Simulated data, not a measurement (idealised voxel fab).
Documented hereafter: the process module known as voxel capacitor over wiring.
250 nm wide, 5 nm square cells: that's cross-section cut.
Each cross-section below is a grid of square cells, stated as bands in top-down order, with one or more rows of cells making up each band.
Look at the band entry: it leads with the top's height and the bottom's height in nm. Then it lists the materials left to right, with a width in nm for each. The word "edge to edge" on a single material says that material fills the band edge to edge. The word "blank" is empty space.
Heads up on the height convention: 0 is the point under which the incoming wafer is all one material, and the lowest band has no bottom, it just keeps going down, like "z 0 and below".
Graded width ("30->40"): value in top row of band = first number; value in bottom row = second number; row-to-row change constant.
Where the words "nothing altered" appear for a step, the cross-section shows no cell changed by that step; every cell remained as before.
Empty spaces without an open route to the top, at least 8 cells in extent, make up the entry "Closed cavity list"; each is given as width x height at distance, where the distance is measured from the left edge, and all are in nm.
The remark found on a step's line after its settings is issued by the simulator itself and pertains to that step.
Each step line may optionally specify "overlay nm", which for a step with a mask gives the rightward distance between the mask's planned place and where it lay, a negative value indicating the leftward direction.
**plan**
1. RECEIVE (material Si)
2. CONFORMAL_DEP (material SiO2; thk nm 10)
3. DIRECTIONAL_DEP (material TiN; thk nm 5)
4. DIRECTIONAL_DEP (material W; thk nm 15)
5. DIRECTIONAL_DEP (material aC; thk nm 10)
6. PATTERN (tone cover; mask id METAL_1; material resist; width nm 25; pitch nm 90; thk nm 25; overlay nm 0)
7. DIRECTIONAL_ETCH (etch materials aC; depth nm 10)
8. STRIP (etch materials resist)
9. DIRECTIONAL_ETCH (etch materials W; depth nm 15)
10. DIRECTIONAL_ETCH (etch materials TiN; depth nm 5)
11. STRIP (etch materials aC)
12. CONFORMAL_DEP (material SiCN; thk nm 5)
13. FILL_DEP (material SiO2; thk nm 5)
14. CMP (height nm 30)
15. CONFORMAL_DEP (material SiCN; thk nm 5)
16. DIRECTIONAL_DEP (material SiO2; thk nm 15)
17. MASKED_ETCH (tone open; mask id PLUG_1; width nm 15; etch materials SiO2; depth nm 15; overlay nm 0)
18. MASKED_ETCH (tone open; mask id PLUG_1; width nm 15; etch materials SiCN; depth nm 5; overlay nm 0)
19. EPI (material Ru; thk nm 10)
20. EPI (material Ru; thk nm 10)
21. DIRECTIONAL_DEP (material TiN; thk nm 10)
22. DIRECTIONAL_DEP (material SiN; thk nm 5)
23. DIRECTIONAL_DEP (material TiN; thk nm 10)
24. MASKED_ETCH (tone cover; mask id UPPER_PLATE; width nm 70; etch materials TiN; depth nm 10; overlay nm 0)
25. MASKED_ETCH (tone cover; mask id UPPER_PLATE; width nm 70; etch materials SiN; depth nm 5; overlay nm 0)
26. PATTERN (tone cover; mask id LOWER_PLATE; material resist; width nm 80; thk nm 20; overlay nm 0)
27. DIRECTIONAL_ETCH (etch materials TiN; depth nm 10)
28. STRIP (etch materials resist)
29. FILL_DEP (material SiO2; thk nm 20)
30. CMP (height nm 90)
31. DIRECTIONAL_DEP (material aC; thk nm 15)
32. PATTERN (tone open; mask id PLUG_2; material resist; width nm 15; thk nm 30; overlay nm 0)
33. DIRECTIONAL_ETCH (etch materials aC; depth nm 15)
34. STRIP (etch materials resist)
35. DIRECTIONAL_ETCH (etch materials SiO2; depth nm 15)
36. STRIP (etch materials aC)
37. CONFORMAL_DEP (material TiN; thk nm 5)
38. FILL_DEP (material Ru; thk nm 5)
39. CMP (height nm 90)
40. CONFORMAL_DEP (material SiCN; thk nm 5)
**Delivered wafer in cross-section: state after step 1**
    z 0 and below: Si edge to edge
    Closed cavity list: none
**Post-module cross-section: identical start and plan to those above, one misstep in execution**
    z 95 to 90: SiCN edge to edge
    z 90 to 85: SiO2=85 | TiN=15 | SiO2=150
    z 85 to 75: SiO2=75 | TiN=25 | SiO2=150
    z 75 to 70: SiO2=75 | SiN=25 | TiN=45 | SiO2=105
    z 70 to 65: SiO2=70 | TiN=75 | SiO2=105
    z 65 to 60: SiO2=70 | TiN=30 | SiN=45 | SiO2=105
    z 60 to 50: SiO2=65 | Ru=35 | TiN=50 | SiO2=100
    z 50 to 35: SiO2=75 | Ru=15 | SiO2=160
    z 35 to 30: SiCN=75 | Ru=15 | SiCN=160
    z 30 to 15: SiO2=60 | SiCN=5 | W=25 | SiCN=5 | SiO2=55 | SiCN=5 | W=25 | SiCN=5 | SiO2=65
    z 15 to 10: SiCN=65 | TiN=25 | SiCN=65 | TiN=25 | SiCN=70
    z 10 to 0: SiO2 edge to edge
    z 0 and below: Si edge to edge
    Closed cavity list: none
Run error: step run twice: one of 19 and 20 (identical), unknown which
